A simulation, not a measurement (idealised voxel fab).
process module | voxel tone inversion
cross-section cut | 175 nm wide | cells 5 nm
A cross-section is a grid of square cells, given in bands from the top down. A band is one or more rows of cells.
Each band's line starts with the height of the band's top and of its bottom, in nm. Then come its materials from left to right, each with its width in nm. One material with "throughout" fills the band from edge to edge. "air" is empty space.
Height 0 is the level under which the wafer as received is all one material. The lowest band goes on downwards, as in "0 down".
A width such as "30 to 40" changes by the same amount from each row of cells to the next, from the band's top row to its bottom row.
"no change" after a step means that no cell of the cross-section changed.
closed voids: empty space of 8 cells or more with no open way to the top, each as width x height at its distance from the left edge, in nm
after a step's settings: what the simulator itself notes on the step
overlay nm, on a step with a mask: how far to the right of its planned place the mask lay; to the left if negative
plan
1 op RECEIVE | material Si
2 op CONFORMAL_DEP | material SiCN | thk nm 10
3 op DIRECTIONAL_DEP | material polySi | thk nm 25
4 op PATTERN | tone cover | mask id POSTS | material resist | width nm 25 | pitch nm 45 | thk nm 30 | overlay nm 0
5 op DIRECTIONAL_ETCH | etch materials polySi | depth nm 25
6 op STRIP | etch materials resist
7 op FILL_DEP | material lowk | thk nm 5
8 op CMP | height nm 35
9 op STRIP | etch materials polySi
as received, after step 1
  0 down: Si throughout
  closed voids: none
first wafer at the end, as planned
  35 to 10: lowk 30 | air 25 | lowk 20 | air 25 | lowk 20 | air 25 | lowk 30
  10 to 0: SiCN throughout
  0 down: Si throughout
  closed voids: none
second wafer at the end: like start, like plan, one mistake
  35 to 25: SiCN throughout
  25 to 0: polySi throughout
  0 down: Si throughout
  closed voids: none
what went wrong: steps 2 and 3 were swapped
at the end the second wafer has, in cells: 100 fewer of lowk | 175 more of polySi
